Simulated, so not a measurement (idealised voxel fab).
Process module under the name voxel self aligned vias
FYI the section here is cut, 255 nm wide, cells are 5 nm squares.
In this document a cross-section is written as a grid of square cells. It is given as a series of bands, listed from the top down, and a band is one or more rows of cells.
Per band: top height and bottom height in nm, followed by the left-to-right materials and their widths in nm; "everywhere" marks a single material spanning edge to edge, "blank" marks empty space.
We count height from 0. Below that, the starting wafer is all one material. The lowest band never ends at the bottom but goes on down; see "0 -> down" for how that is written.
A two-number width, for instance "30..40", indicates that the width is equal to the first number in the top row of the band and to the second number in the bottom row, and that it changes by a constant amount per row of cells.
The cross-section has no changed cell in any step marked "no alterations made".
"Closed void catalog" specifies each empty space that is not open to the top and that occupies no fewer than 8 cells, using the form width x height at distance, the distance measured from the left edge and all three quantities in nm.
Step line, after settings: the simulator's comment on this step.
overlay nm, on a step with a mask: how far to the right of its planned place the mask lay; to the left if negative

List of planned process steps
step 1: RECEIVE with material Si
step 2: CONFORMAL_DEP with material SiO2, thk nm 10
step 3: CONFORMAL_DEP with material SiCN, thk nm 5
step 4: DIRECTIONAL_DEP with material lowk, thk nm 25
step 5: PATTERN with tone open, mask id LINES, material resist, width nm 25, pitch nm 55, thk nm 20, overlay nm 0
step 6: DIRECTIONAL_ETCH with etch materials lowk, depth nm 25
step 7: STRIP with etch materials resist
step 8: CONFORMAL_DEP with material TiN, thk nm 5
step 9: FILL_DEP with material Ru, thk nm 10
step 10: CMP with height nm 40
step 11: SELECTIVE_ETCH with etch materials W Ru TiN, depth nm 5
step 12: FILL_DEP with material SiN, thk nm 10
step 13: CMP with height nm 40
step 14: DIRECTIONAL_DEP with material lowk, thk nm 15
step 15: DIRECTIONAL_DEP with material aC, thk nm 15
step 16: PATTERN with tone open, mask id VIAS, material resist, width nm 35, pitch nm 55, thk nm 30, overlay nm 0
step 17: DIRECTIONAL_ETCH with etch materials aC, depth nm 15
step 18: STRIP with etch materials resist
step 19: DIRECTIONAL_ETCH with etch materials lowk, depth nm 15
step 20: DIRECTIONAL_ETCH with etch materials SiN, depth nm 5
step 21: STRIP with etch materials aC
step 22: CONFORMAL_DEP with material TiN, thk nm 5
step 23: FILL_DEP with material Cu, thk nm 10
step 24: CMP with height nm 55
step 25: CONFORMAL_DEP with material SiCN, thk nm 5

First of two wafers, processed according to plan

Cross-section of the wafer as it came to us, i.e., already through step 1
* 0 -> down: Si everywhere
* Closed void catalog: none

Cross-section through the wafer, step 2 finished
* 10 -> 0: SiO2 everywhere
* Below 0, no change.

Cross-section through the wafer, step 3 finished
* 15 -> 10: SiCN everywhere
* Below 10, no change.

Cross-section through the wafer, step 4 finished
* 40 -> 15: lowk everywhere
* Below 15, no change.

Cross-section through the wafer, step 5 finished
* 60 -> 40: resist: 85  blank: 25  resist: 30  blank: 25  resist: 90
* Below 40, no change.

Cross-section through the wafer, step 6 finished
* 60 -> 40: resist: 85  blank: 25  resist: 30  blank: 25  resist: 90
* 40 -> 15: lowk: 85  blank: 25  lowk: 30  blank: 25  lowk: 90
* Below 15, no change.

Cross-section through the wafer, step 7 finished
* 40 -> 15: lowk: 85  blank: 25  lowk: 30  blank: 25  lowk: 90
* Below 15, no change.

Cross-section through the wafer, step 8 finished
* 45 -> 40: TiN: 90  blank: 15  TiN: 40  blank: 15  TiN: 95
* 40 -> 20: lowk: 85  TiN: 5  blank: 15  TiN: 5  lowk: 30  TiN: 5  blank: 15  TiN: 5  lowk: 90
* 20 -> 15: lowk: 85  TiN: 25  lowk: 30  TiN: 25  lowk: 90
* Below 15, no change.

Cross-section through the wafer, step 9 finished
* 55 -> 45: Ru everywhere
* 45 -> 40: TiN: 90  Ru: 15  TiN: 40  Ru: 15  TiN: 95
* 40 -> 20: lowk: 85  TiN: 5  Ru: 15  TiN: 5  lowk: 30  TiN: 5  Ru: 15  TiN: 5  lowk: 90
* Below 20, no change.

Cross-section through the wafer, step 10 finished
* 40 -> 20: lowk: 85  TiN: 5  Ru: 15  TiN: 5  lowk: 30  TiN: 5  Ru: 15  TiN: 5  lowk: 90
* Below 20, no change.

Cross-section through the wafer, step 11 finished
* 40 -> 35: lowk: 85  blank: 25  lowk: 30  blank: 25  lowk: 90
* Below 35, no change.

Cross-section through the wafer, step 12 finished
* 50 -> 40: SiN everywhere
* 40 -> 35: lowk: 85  SiN: 25  lowk: 30  SiN: 25  lowk: 90
* Below 35, no change.

Cross-section through the wafer, step 13 finished
* 40 -> 35: lowk: 85  SiN: 25  lowk: 30  SiN: 25  lowk: 90
* Below 35, no change.

Cross-section through the wafer, step 14 finished
* 55 -> 40: lowk everywhere
* Below 40, no change.

Cross-section through the wafer, step 15 finished
* 70 -> 55: aC everywhere
* Below 55, no change.

Cross-section through the wafer, step 16 finished
* 100 -> 70: resist: 80  blank: 35  resist: 20  blank: 35  resist: 85
* Below 70, no change.

Cross-section through the wafer, step 17 finished
* 85 -> 70: resist: 80  blank: 35  resist: 20  blank: 35  resist: 85
* 70 -> 55: aC: 80  blank: 35  aC: 20  blank: 35  aC: 85
* Below 55, no change.

Cross-section through the wafer, step 18 finished
* 70 -> 55: aC: 80  blank: 35  aC: 20  blank: 35  aC: 85
* Below 55, no change.

Cross-section through the wafer, step 19 finished
* 70 -> 55: aC: 80  blank: 35  aC: 20  blank: 35  aC: 85
* 55 -> 40: lowk: 80  blank: 35  lowk: 20  blank: 35  lowk: 85
* Below 40, no change.

Cross-section through the wafer, step 20 finished
* 70 -> 55: aC: 80  blank: 35  aC: 20  blank: 35  aC: 85
* 55 -> 40: lowk: 80  blank: 35  lowk: 20  blank: 35  lowk: 85
* 40 -> 35: lowk: 85  blank: 25  lowk: 30  blank: 25  lowk: 90
* Below 35, no change.

Cross-section through the wafer, step 21 finished
* 55 -> 40: lowk: 80  blank: 35  lowk: 20  blank: 35  lowk: 85
* Below 40, no change.

Cross-section through the wafer, step 22 finished
* 60 -> 55: TiN: 85  blank: 25  TiN: 30  blank: 25  TiN: 90
* 55 -> 45: lowk: 80  TiN: 5  blank: 25  TiN: 5  lowk: 20  TiN: 5  blank: 25  TiN: 5  lowk: 85
* 45 -> 40: lowk: 80  TiN: 10  blank: 15  TiN: 10  lowk: 20  TiN: 10  blank: 15  TiN: 10  lowk: 85
* 40 -> 35: lowk: 85  TiN: 25  lowk: 30  TiN: 25  lowk: 90
* Below 35, no change.

Cross-section through the wafer, step 23 finished
* 70 -> 60: Cu everywhere
* 60 -> 55: TiN: 85  Cu: 25  TiN: 30  Cu: 25  TiN: 90
* 55 -> 45: lowk: 80  TiN: 5  Cu: 25  TiN: 5  lowk: 20  TiN: 5  Cu: 25  TiN: 5  lowk: 85
* 45 -> 40: lowk: 80  TiN: 10  Cu: 15  TiN: 10  lowk: 20  TiN: 10  Cu: 15  TiN: 10  lowk: 85
* Below 40, no change.

Cross-section through the wafer, step 24 finished
* 55 -> 45: lowk: 80  TiN: 5  Cu: 25  TiN: 5  lowk: 20  TiN: 5  Cu: 25  TiN: 5  lowk: 85
* Below 45, no change.

Cross-section through the wafer, step 25 finished
* 60 -> 55: SiCN everywhere
* Below 55, no change.

Okay, second wafer. Nothing different at the start, nothing different in the plan, just one mistake somewhere in the running. As far as step 15, counting that step, it's the first wafer all over again

Cross-section: second wafer, time at which step 16 was scheduled to end
* 100 -> 70: resist: 70  blank: 35  resist: 20  blank: 35  resist: 95
* Below 70, no change.

Cross-section: second wafer, time at which step 17 was scheduled to end
* 85 -> 70: resist: 70  blank: 35  resist: 20  blank: 35  resist: 95
* 70 -> 55: aC: 70  blank: 35  aC: 20  blank: 35  aC: 95
* Below 55, no change.

Cross-section: second wafer, time at which step 18 was scheduled to end
* 70 -> 55: aC: 70  blank: 35  aC: 20  blank: 35  aC: 95
* Below 55, no change.

Cross-section: second wafer, time at which step 19 was scheduled to end
* 70 -> 55: aC: 70  blank: 35  aC: 20  blank: 35  aC: 95
* 55 -> 40: lowk: 70  blank: 35  lowk: 20  blank: 35  lowk: 95
* Below 40, no change.

Cross-section: second wafer, time at which step 20 was scheduled to end
* 70 -> 55: aC: 70  blank: 35  aC: 20  blank: 35  aC: 95
* 55 -> 40: lowk: 70  blank: 35  lowk: 20  blank: 35  lowk: 95
* 40 -> 35: lowk: 85  blank: 20  SiN: 5  lowk: 30  blank: 20  SiN: 5  lowk: 90
* Below 35, no change.

Cross-section: second wafer, time at which step 21 was scheduled to end
* 55 -> 40: lowk: 70  blank: 35  lowk: 20  blank: 35  lowk: 95
* Below 40, no change.

Cross-section: second wafer, time at which step 22 was scheduled to end
* 60 -> 55: TiN: 75  blank: 25  TiN: 30  blank: 25  TiN: 100
* 55 -> 45: lowk: 70  TiN: 5  blank: 25  TiN: 5  lowk: 20  TiN: 5  blank: 25  TiN: 5  lowk: 95
* 45 -> 40: lowk: 70  TiN: 20  blank: 10  TiN: 5  lowk: 20  TiN: 20  blank: 10  TiN: 5  lowk: 95
* 40 -> 35: lowk: 85  TiN: 20  SiN: 5  lowk: 30  TiN: 20  SiN: 5  lowk: 90
* Below 35, no change.

Cross-section: second wafer, time at which step 23 was scheduled to end
* 70 -> 60: Cu everywhere
* 60 -> 55: TiN: 75  Cu: 25  TiN: 30  Cu: 25  TiN: 100
* 55 -> 45: lowk: 70  TiN: 5  Cu: 25  TiN: 5  lowk: 20  TiN: 5  Cu: 25  TiN: 5  lowk: 95
* 45 -> 40: lowk: 70  TiN: 20  Cu: 10  TiN: 5  lowk: 20  TiN: 20  Cu: 10  TiN: 5  lowk: 95
* Below 40, no change.

Cross-section: second wafer, time at which step 24 was scheduled to end
* 55 -> 45: lowk: 70  TiN: 5  Cu: 25  TiN: 5  lowk: 20  TiN: 5  Cu: 25  TiN: 5  lowk: 95
* Below 45, no change.

Cross-section: second wafer, time at which step 25 was scheduled to end
* 60 -> 55: SiCN everywhere
* Below 55, no change.
What was the processing mistake? step 16 deviated from plan and actually ran as PATTERN with tone open, mask id VIAS, material resist, width nm 35, pitch nm 55, thk nm 30, overlay nm -10
FYI, end of process, the second wafer has more or fewer cells of some materials than the first: Cu -2, SiN +2
